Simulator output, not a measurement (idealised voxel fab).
process module | voxel wiring stack
cross-section cut | 215 nm wide | cells 5 nm
A cross-section is a grid of square cells, given in bands from the top down. A band is one or more rows of cells.
Each band's line starts with the height of the band's top and of its bottom, in nm. Then come its materials from left to right, each with its width in nm. One material with "throughout" fills the band from edge to edge. "air" is empty space.
Height 0 is the level under which the wafer as received is all one material. The lowest band goes on downwards, as in "0 down".
A width such as "30 to 40" changes by the same amount from each row of cells to the next, from the band's top row to its bottom row.
"no change" after a step means that no cell of the cross-section changed.
closed voids: empty space of 8 cells or more with no open way to the top, each as width x height at its distance from the left edge, in nm
after a step's settings: what the simulator itself notes on the step
overlay nm, on a step with a mask: how far to the right of its planned place the mask lay; to the left if negative
plan
1 op RECEIVE | material Si
2 op CONFORMAL_DEP | material SiO2 | thk nm 15
3 op CONFORMAL_DEP | material SiCN | thk nm 5
4 op DIRECTIONAL_DEP | material SiO2 | thk nm 25
5 op PATTERN | tone open | mask id METAL_1 | material resist | width nm 20 | pitch nm 45 | thk nm 15 | overlay nm 0
6 op DIRECTIONAL_ETCH | etch materials SiO2 | depth nm 25
7 op DIRECTIONAL_ETCH | etch materials SiCN | depth nm 5
8 op STRIP | etch materials resist
9 op CONFORMAL_DEP | material TiN | thk nm 5
10 op FILL_DEP | material W | thk nm 10
11 op CMP | height nm 45
12 op CONFORMAL_DEP | material SiCN | thk nm 5
13 op DIRECTIONAL_DEP | material lowk | thk nm 10
14 op PATTERN | tone open | mask id PLUG_1 | material resist | width nm 15 | pitch nm 90 | thk nm 20 | overlay nm 0
15 op DIRECTIONAL_ETCH | etch materials lowk | depth nm 10
16 op DIRECTIONAL_ETCH | etch materials SiCN | depth nm 5
17 op STRIP | etch materials resist
18 op CONFORMAL_DEP | material TiN | thk nm 5
19 op FILL_DEP | material Cu | thk nm 5
20 op CMP | height nm 60
21 op CONFORMAL_DEP | material SiCN | thk nm 5
22 op DIRECTIONAL_DEP | material lowk | thk nm 20
23 op DIRECTIONAL_DEP | material aC | thk nm 15
24 op PATTERN | tone open | mask id METAL_2 | material resist | width nm 20 | pitch nm 45 | thk nm 30 | overlay nm 0
25 op DIRECTIONAL_ETCH | etch materials aC | depth nm 15
26 op STRIP | etch materials resist
27 op DIRECTIONAL_ETCH | etch materials lowk | depth nm 20
28 op DIRECTIONAL_ETCH | etch materials SiCN | depth nm 5
29 op STRIP | etch materials aC
30 op CONFORMAL_DEP | material TiN | thk nm 5
31 op FILL_DEP | material Ru | thk nm 10
32 op CMP | height nm 85
33 op CONFORMAL_DEP | material SiCN | thk nm 5
34 op DIRECTIONAL_DEP | material SiO2 | thk nm 30
35 op PATTERN | tone open | mask id METAL_3 | material resist | width nm 20 | pitch nm 45 | thk nm 20 | overlay nm 0
36 op DIRECTIONAL_ETCH | etch materials SiO2 | depth nm 20
37 op STRIP | etch materials resist
38 op MASKED_ETCH | tone open | mask id METAL_3_HOLES | width nm 15 | pitch nm 90 | etch materials SiO2 | depth nm 10 | overlay nm 0
39 op MASKED_ETCH | tone open | mask id METAL_3_HOLES | width nm 15 | pitch nm 90 | etch materials SiCN | depth nm 5 | overlay nm 0
40 op CONFORMAL_DEP | material TiN | thk nm 5
41 op FILL_DEP | material Cu | thk nm 5
42 op CMP | height nm 120
43 op CONFORMAL_DEP | material SiCN | thk nm 5
as received, after step 1
  0 down: Si throughout
  closed voids: none
a wafer at the end: this start, this plan, one mistake
  125 to 120: SiCN throughout
  120 to 110: SiO2 45 | TiN 5 to 10 | Cu 15 to 10 | TiN 5 | SiO2 25 | TiN 5 | Cu 10 | TiN 5 | SiO2 20 | TiN 5 to 10 | Cu 15 to 10 | TiN 5 | SiO2 55
  110 to 105: SiO2 50 | TiN 5 | Cu 10 | TiN 5 | SiO2 25 | TiN 5 | Cu 10 | TiN 5 | SiO2 25 | TiN 5 | Cu 10 | TiN 5 | SiO2 55
  105 to 100: SiO2 50 | TiN 20 | SiO2 25 | TiN 20 | SiO2 25 | TiN 20 | SiO2 55
  100 to 90: SiO2 50 | TiN 10 | SiO2 80 | TiN 10 | SiO2 65
  90 to 85: SiCN 50 | TiN 10 | SiCN 80 | TiN 10 | SiCN 65
  85 to 65: lowk 50 | TiN 5 | Ru 10 | TiN 5 | lowk 25 | TiN 5 | Ru 10 | TiN 5 | lowk 25 | TiN 5 | Ru 10 | TiN 5 | lowk 55
  65 to 60: SiCN 50 | TiN 20 | SiCN 25 | TiN 20 | SiCN 25 | TiN 20 | SiCN 55
  60 to 50: lowk 50 | TiN 5 | Cu 5 | TiN 5 | lowk 75 | TiN 5 | Cu 5 | TiN 5 | lowk 60
  50 to 45: SiCN 50 | TiN 15 | SiCN 75 | TiN 15 | SiCN 60
  45 to 20: SiO2 50 | TiN 5 | W 10 | TiN 5 | SiO2 25 | TiN 5 | W 10 | TiN 5 | SiO2 25 | TiN 5 | W 10 | TiN 5 | SiO2 55
  20 to 15: SiCN 50 | TiN 20 | SiCN 25 | TiN 20 | SiCN 25 | TiN 20 | SiCN 55
  15 to 0: SiO2 throughout
  0 down: Si throughout
  closed voids: none
what went wrong: step 38 ran as: op MASKED_ETCH | tone open | mask id METAL_3_HOLES | width nm 15 | pitch nm 90 | etch materials SiO2 | depth nm 10 | overlay nm -5
